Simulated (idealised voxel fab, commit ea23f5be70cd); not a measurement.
Process module under the name voxel spacer lines
Section shown: cut. Width: 185 nm. Cell size: 5 nm, square.
Reading order for cross-sections: top band down to bottom band. Underlying form: a grid of square cells. Band size: one or more rows of cells.
This entry defines a band. It first specifies the height of the band's top and the height of its bottom in nm, and then specifies the band's materials from left to right, stating each material with its width in nm. The word "full width" identifies a single material that fills the band from edge to edge, while the word "empty" identifies empty space.
Heights from 0 (as-received wafer is one material below). Bottom band endless downward, as "0..down".
You'd read "30->40" like this: the band's top row of cells is as wide as the first number, its bottom row is as wide as the second, and going down, every row changes width by the same amount as the row before did.
"nothing different" means the step left every cell of the cross-section as it was.
Enclosed voids (no open way to top), threshold 8 cells or more, entry "Non-vented voids", notation width x height at distance, distance from left edge, nm.
That trailing text on a step's line, after the settings, is the simulator's own remark on the step.
overlay nm: mask offset rightward from planned place, masked step; negative means leftward offset.

**Process steps foreseen in the plan**
| 1 | RECEIVE with material Si |
| 2 | CONFORMAL_DEP with material Al2O3, thk nm 5 |
| 3 | DIRECTIONAL_DEP with material SiN, thk nm 10 |
| 4 | DIRECTIONAL_DEP with material polySi, thk nm 30 |
| 5 | PATTERN with tone cover, mask id MANDREL, material resist, width nm 15, pitch nm 50, thk nm 40, overlay nm 0 |
| 6 | DIRECTIONAL_ETCH with etch materials polySi, depth nm 30 |
| 7 | STRIP with etch materials resist |
| 8 | CONFORMAL_DEP with material SiO2, thk nm 10 |
| 9 | DIRECTIONAL_ETCH with etch materials SiO2, depth nm 10 |
| 10 | STRIP with etch materials polySi |
| 11 | DIRECTIONAL_ETCH with etch materials SiN, depth nm 10 |
| 12 | STRIP with etch materials SiO2 |

**First of the two wafers, run per plan**

**as received, after step 1**
	0..down = Si full width
	Non-vented voids: none

**How the wafer stands in section after step 2**
	5..0 = Al2O3 full width
	Below 0, the layers are the same as they were.

**How the wafer stands in section after step 3**
	15..5 = SiN full width
	Below 5, the layers are the same as they were.

**How the wafer stands in section after step 4**
	45..15 = polySi full width
	Below 15, the layers are the same as they were.

**How the wafer stands in section after step 5**
	85..45 = empty=60 / resist=15 / empty=35 / resist=15 / empty=60
	Below 45, the layers are the same as they were.

**How the wafer stands in section after step 6**
	85..45 = empty=60 / resist=15 / empty=35 / resist=15 / empty=60
	45..15 = empty=60 / polySi=15 / empty=35 / polySi=15 / empty=60
	Below 15, the layers are the same as they were.

**How the wafer stands in section after step 7**
	45..15 = empty=60 / polySi=15 / empty=35 / polySi=15 / empty=60
	Below 15, the layers are the same as they were.

**How the wafer stands in section after step 8**
	55..45 = empty=50 / SiO2=35 / empty=15 / SiO2=35 / empty=50
	45..25 = empty=50 / SiO2=10 / polySi=15 / SiO2=10 / empty=15 / SiO2=10 / polySi=15 / SiO2=10 / empty=50
	25..15 = SiO2=60 / polySi=15 / SiO2=35 / polySi=15 / SiO2=60
	Below 15, the layers are the same as they were.

**How the wafer stands in section after step 9**
	45..15 = empty=50 / SiO2=10 / polySi=15 / SiO2=10 / empty=15 / SiO2=10 / polySi=15 / SiO2=10 / empty=50
	Below 15, the layers are the same as they were.

**How the wafer stands in section after step 10**
	45..15 = empty=50 / SiO2=10 / empty=15 / SiO2=10 / empty=15 / SiO2=10 / empty=15 / SiO2=10 / empty=50
	Below 15, the layers are the same as they were.

**How the wafer stands in section after step 11**
	45..15 = empty=50 / SiO2=10 / empty=15 / SiO2=10 / empty=15 / SiO2=10 / empty=15 / SiO2=10 / empty=50
	15..5 = empty=50 / SiN=10 / empty=15 / SiN=10 / empty=15 / SiN=10 / empty=15 / SiN=10 / empty=50
	Below 5, the layers are the same as they were.

**How the wafer stands in section after step 12**
	15..5 = empty=50 / SiN=10 / empty=15 / SiN=10 / empty=15 / SiN=10 / empty=15 / SiN=10 / empty=50
	Below 5, the layers are the same as they were.

**The second wafer was prepared from the same starting point and under the same plan as the first; its processing contained one mistake, and it remains indistinguishable from the first wafer up to and including step 4**

**Cross-section, second wafer, at the end time the plan gives for step 5**
	85..45 = empty=70 / resist=15 / empty=35 / resist=15 / empty=50
	Below 45, the layers are the same as they were.

**Cross-section, second wafer, at the end time the plan gives for step 6**
	85..45 = empty=70 / resist=15 / empty=35 / resist=15 / empty=50
	45..15 = empty=70 / polySi=15 / empty=35 / polySi=15 / empty=50
	Below 15, the layers are the same as they were.

**Cross-section, second wafer, at the end time the plan gives for step 7**
	45..15 = empty=70 / polySi=15 / empty=35 / polySi=15 / empty=50
	Below 15, the layers are the same as they were.

**Cross-section, second wafer, at the end time the plan gives for step 8**
	55..45 = empty=60 / SiO2=35 / empty=15 / SiO2=35 / empty=40
	45..25 = empty=60 / SiO2=10 / polySi=15 / SiO2=10 / empty=15 / SiO2=10 / polySi=15 / SiO2=10 / empty=40
	25..15 = SiO2=70 / polySi=15 / SiO2=35 / polySi=15 / SiO2=50
	Below 15, the layers are the same as they were.

**Cross-section, second wafer, at the end time the plan gives for step 9**
	45..15 = empty=60 / SiO2=10 / polySi=15 / SiO2=10 / empty=15 / SiO2=10 / polySi=15 / SiO2=10 / empty=40
	Below 15, the layers are the same as they were.

**Cross-section, second wafer, at the end time the plan gives for step 10**
	45..15 = empty=60 / SiO2=10 / empty=15 / SiO2=10 / empty=15 / SiO2=10 / empty=15 / SiO2=10 / empty=40
	Below 15, the layers are the same as they were.

**Cross-section, second wafer, at the end time the plan gives for step 11**
	45..15 = empty=60 / SiO2=10 / empty=15 / SiO2=10 / empty=15 / SiO2=10 / empty=15 / SiO2=10 / empty=40
	15..5 = empty=60 / SiN=10 / empty=15 / SiN=10 / empty=15 / SiN=10 / empty=15 / SiN=10 / empty=40
	Below 5, the layers are the same as they were.

**Cross-section, second wafer, at the end time the plan gives for step 12**
	15..5 = empty=60 / SiN=10 / empty=15 / SiN=10 / empty=15 / SiN=10 / empty=15 / SiN=10 / empty=40
	Below 5, the layers are the same as they were.
Deviation from plan: step 5 went in with a setting other than planned; the actual run was PATTERN with tone cover, mask id MANDREL, material resist, width nm 15, pitch nm 50, thk nm 40, overlay nm 10
Final state: per-material cell counts identical on both wafers; locations differ.
